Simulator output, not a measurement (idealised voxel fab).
The following is a process module called voxel gate over fins.
It is cross-section cut that appears here, measuring 145 nm in width, its square cells being 5 nm in size.
The cross-sections in this document take the form of a grid made of square cells. They are written out as bands, in order from top to bottom. Each band consists of one or more rows of cells. Band: top height; bottom height; in nm. Then, left to right: material with width in nm, for each material. "throughout": a single material spanning edge to edge. "empty": empty space. Height datum 0, below which the as-received substrate wafer is one material. Lowest band open at the bottom, running downward: "0 -> down". You'd read "30..40" like this: the band's top row of cells is as wide as the first number, its bottom row is as wide as the second, and going down, every row changes width by the same amount as the row before did. Step marked "no alterations made"? Then no cell in the cross-section changed in it. Closed empty spaces (no open way to the top) of 8 cells or more are what "Entrapped void list" lists, each as width x height at distance from the left edge, nm for all three. That trailing text on a step's line, after the settings, is the simulator's own remark on the step. The optional step-line setting "overlay nm" applies to steps with a mask and quantifies how far to the right of its planned location the mask lay, a negative value indicating leftward placement.

Intended process steps:
step 1: RECEIVE with material Si
step 2: CONFORMAL_DEP with material SiN, thk nm 10
step 3: PATTERN with tone cover, mask id FINS, material resist, width nm 15, pitch nm 35, thk nm 15, overlay nm 0
step 4: DIRECTIONAL_ETCH with etch materials SiN, depth nm 10
step 5: DIRECTIONAL_ETCH with etch materials Si, depth nm 40
step 6: STRIP with etch materials resist
step 7: FILL_DEP with material SiO2, thk nm 5
step 8: CMP with height nm 10
step 9: SELECTIVE_ETCH with etch materials SiO2, depth nm 25
step 10: STRIP with etch materials SiN
step 11: CONFORMAL_DEP with material HfO2, thk nm 5
step 12: CONFORMAL_DEP with material TiN, thk nm 5
step 13: CONFORMAL_DEP with material TiAl, thk nm 5
step 14: CONFORMAL_DEP with material TiN, thk nm 5
step 15: FILL_DEP with material W, thk nm 10
step 16: CMP with height nm 25
step 17: CONFORMAL_DEP with material SiCN, thk nm 5

as received, after step 1:
	0 -> down = Si throughout
	Entrapped void list: none

Cross-section, end of module. Start: as above. Plan: as above. Execution: one mistake:
	30 -> 25 = SiCN throughout
	25 -> 20 = W throughout
	20 -> 15 = 35 nm W, then 90 nm TiN, then 20 nm W
	15 -> 10 = 35 nm W, then 5 nm TiN, then 80 nm TiAl, then 5 nm TiN, then 20 nm W
	10 -> 5 = 35 nm W, then 5 nm TiN, then 5 nm TiAl, then 70 nm TiN, then 5 nm TiAl, then 5 nm TiN, then 20 nm W
	5 -> 0 = 40 nm TiN, then 5 nm TiAl, then 5 nm TiN, then 25 nm HfO2, then 10 nm TiN, then 25 nm HfO2, then 5 nm TiN, then 5 nm TiAl, then 25 nm TiN
	0 -> -5 = 45 nm TiAl, then 5 nm TiN, then 5 nm HfO2, then 15 nm Si, then 5 nm HfO2, then 10 nm TiN, then 5 nm HfO2, then 15 nm Si, then 5 nm HfO2, then 5 nm TiN, then 30 nm TiAl
	-5 -> -10 = 50 nm TiN, then 5 nm HfO2, then 15 nm Si, then 5 nm HfO2, then 10 nm TiN, then 5 nm HfO2, then 15 nm Si, then 5 nm HfO2, then 35 nm TiN
	-10 -> -15 = 55 nm HfO2, then 15 nm Si, then 20 nm HfO2, then 15 nm Si, then 40 nm HfO2
	-15 -> -40 = 55 nm SiO2, then 15 nm Si, then 20 nm SiO2, then 15 nm Si, then 40 nm SiO2
	-40 -> down = Si throughout
	Entrapped void list: none
In executing the process, a mistake was made relative to the plan: step 3 off recipe, ran as PATTERN with tone cover, mask id FINS, material resist, width nm 15, pitch nm 35, thk nm 15, overlay nm 10
